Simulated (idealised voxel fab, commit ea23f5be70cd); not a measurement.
A process module follows: voxel capacitor over wiring.
Square cell edge 5 nm, section width 265 nm, ID cut.
This document writes a cross-section as a grid whose cells are square, and gives it as bands, listed from the top down; one or more rows of cells form a band. A band entry consists of two parts. The first gives the height of the band's top and the height of its bottom, in nm. The rest lists the band's materials from left to right, each with its width in nm. A single material labelled with the word "all across" fills the band from edge to edge, and the word "blank" marks empty space. Counting heights begins at 0, where everything beneath is, in the wafer as received, one material. The lowest band has no bottom; it goes on downwards, as "z 0 and below" shows. Width "30 to 40": first value at the band's top row of cells, second value at its bottom row, equal change from row to row. Basically "no alterations made" means that step didn't change any cell in the cross-section. The entry titled "Closed void list" provides the empty spaces that have no open way to the top, restricted to those of 8 cells or more. Each is presented as width x height at distance, the distance being measured from the left edge, with all three in nm. Text after the settings on a step's line: the simulator's own remark on that step. overlay nm: where the mask lay relative to plan, measured to the right, on steps with a mask; negatives go left.
Here's what the planned process steps look like:
- 1: RECEIVE (material Si)
- 2: CONFORMAL_DEP (material SiO2; thk nm 10)
- 3: CONFORMAL_DEP (material SiN; thk nm 5)
- 4: DIRECTIONAL_DEP (material lowk; thk nm 15)
- 5: DIRECTIONAL_DEP (material aC; thk nm 10)
- 6: PATTERN (tone open; mask id METAL_1; material resist; width nm 30; pitch nm 100; thk nm 25; overlay nm 0)
- 7: DIRECTIONAL_ETCH (etch materials aC; depth nm 10)
- 8: STRIP (etch materials resist)
- 9: DIRECTIONAL_ETCH (etch materials lowk; depth nm 15)
- 10: DIRECTIONAL_ETCH (etch materials SiN; depth nm 5)
- 11: STRIP (etch materials aC)
- 12: CONFORMAL_DEP (material TiN; thk nm 5)
- 13: FILL_DEP (material Cu; thk nm 10)
- 14: CMP (height nm 30)
- 15: EPI (material Ru; thk nm 5)
- 16: FILL_DEP (material SiCN; thk nm 5)
- 17: DIRECTIONAL_DEP (material lowk; thk nm 20)
- 18: MASKED_ETCH (tone open; mask id PLUG_1; width nm 15; etch materials lowk; depth nm 20; overlay nm 0)
- 19: MASKED_ETCH (tone open; mask id PLUG_1; width nm 15; etch materials SiCN; depth nm 5; overlay nm 0)
- 20: EPI (material Ru; thk nm 10)
- 21: EPI (material Ru; thk nm 10)
- 22: EPI (material Ru; thk nm 5)
- 23: DIRECTIONAL_DEP (material TiN; thk nm 10)
- 24: DIRECTIONAL_DEP (material Al2O3; thk nm 5)
- 25: DIRECTIONAL_DEP (material TiN; thk nm 5)
- 26: PATTERN (tone cover; mask id UPPER_PLATE; material resist; width nm 75; thk nm 15; overlay nm 0)
- 27: DIRECTIONAL_ETCH (etch materials TiN; depth nm 5)
- 28: DIRECTIONAL_ETCH (etch materials Al2O3; depth nm 5)
- 29: STRIP (etch materials resist)
- 30: MASKED_ETCH (tone cover; mask id LOWER_PLATE; width nm 85; etch materials TiN; depth nm 10; overlay nm 0)
- 31: FILL_DEP (material SiO2; thk nm 15)
- 32: CMP (height nm 90)
- 33: DIRECTIONAL_DEP (material aC; thk nm 15)
- 34: PATTERN (tone open; mask id PLUG_2; material resist; width nm 15; thk nm 35; overlay nm 0)
- 35: DIRECTIONAL_ETCH (etch materials aC; depth nm 15)
- 36: STRIP (etch materials resist)
- 37: DIRECTIONAL_ETCH (etch materials SiO2; depth nm 10)
- 38: STRIP (etch materials aC)
- 39: CONFORMAL_DEP (material TiN; thk nm 5)
- 40: FILL_DEP (material Ru; thk nm 10)
- 41: CMP (height nm 90)
- 42: CONFORMAL_DEP (material SiCN; thk nm 5)
So this is the incoming wafer in cross-section - it's already been through step 1:
* z 0 and below  Si all across
* Closed void list: none
The module was run from the start shown above using the plan shown above, but one mistake was made doing it; the resulting wafer cross-section is below:
* z 95 to 90  SiCN all across
* z 90 to 85  SiO2: 80; TiN: 25; SiO2: 160
* z 85 to 80  SiO2: 80; Al2O3: 25; SiO2: 160
* z 80 to 75  SiO2: 75; TiN: 80; SiO2: 110
* z 75 to 70  SiO2: 75; TiN: 30; Al2O3: 50; SiO2: 110
* z 70 to 60  SiO2: 70; Ru: 35; TiN: 55; SiO2: 105
* z 60 to 40  lowk: 80; Ru: 15; lowk: 170
* z 40 to 35  SiCN: 80; Ru: 15; SiCN: 170
* z 35 to 30  SiCN: 60; Ru: 40; SiCN: 60; Ru: 40; SiCN: 65
* z 30 to 15  lowk: 65; TiN: 5; Cu: 20; TiN: 5; lowk: 70; TiN: 5; Cu: 20; TiN: 5; lowk: 70
* z 15 to 10  SiN: 65; TiN: 30; SiN: 70; TiN: 30; SiN: 70
* z 10 to 0  SiO2 all across
* z 0 and below  Si all across
* Closed void list: none
It is concluded that the wafer was processed incorrectly with respect to the plan, in that one of 20 and 21 ran twice, no way to know which since they are all identical
